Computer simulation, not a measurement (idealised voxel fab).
process module | voxel lift off
cross-section cut | 245 nm wide | cells 5 nm
A cross-section is a grid of square cells, given in bands from the top down. A band is one or more rows of cells.
Each band's line starts with the height of the band's top and of its bottom, in nm. Then come its materials from left to right, each with its width in nm. One material with "throughout" fills the band from edge to edge. "air" is empty space.
Height 0 is the level under which the wafer as received is all one material. The lowest band goes on downwards, as in "0 down".
A width such as "30 to 40" changes by the same amount from each row of cells to the next, from the band's top row to its bottom row.
"no change" after a step means that no cell of the cross-section changed.
closed voids: empty space of 8 cells or more with no open way to the top, each as width x height at its distance from the left edge, in nm
after a step's settings: what the simulator itself notes on the step
overlay nm, on a step with a mask: how far to the right of its planned place the mask lay; to the left if negative
plan
1 op RECEIVE | material Si
2 op CONFORMAL_DEP | material SiO2 | thk nm 5
3 op PATTERN | tone open | mask id LINES | material resist | width nm 30 | pitch nm 55 | thk nm 20 | overlay nm 0
4 op DIRECTIONAL_DEP | material Ru | thk nm 10
5 op STRIP | etch materials resist
6 op CONFORMAL_DEP | material SiO2 | thk nm 5
varied across the wafers: thk nm of step 2. The plan shows the first wafer's value. All wafers start alike
first wafer as received, after step 1
  0 down: Si throughout
  closed voids: none
each wafer at the end: cells of each material gained (+) or lost (-) since it was received, then its closed voids
thk nm 5 | +24 Ru | +106 SiO2 | closed voids: none
thk nm 10 | +24 Ru | +155 SiO2 | closed voids: none
thk nm 15 | +24 Ru | +204 SiO2 | closed voids: none
thk nm 20 | +24 Ru | +253 SiO2 | closed voids: none
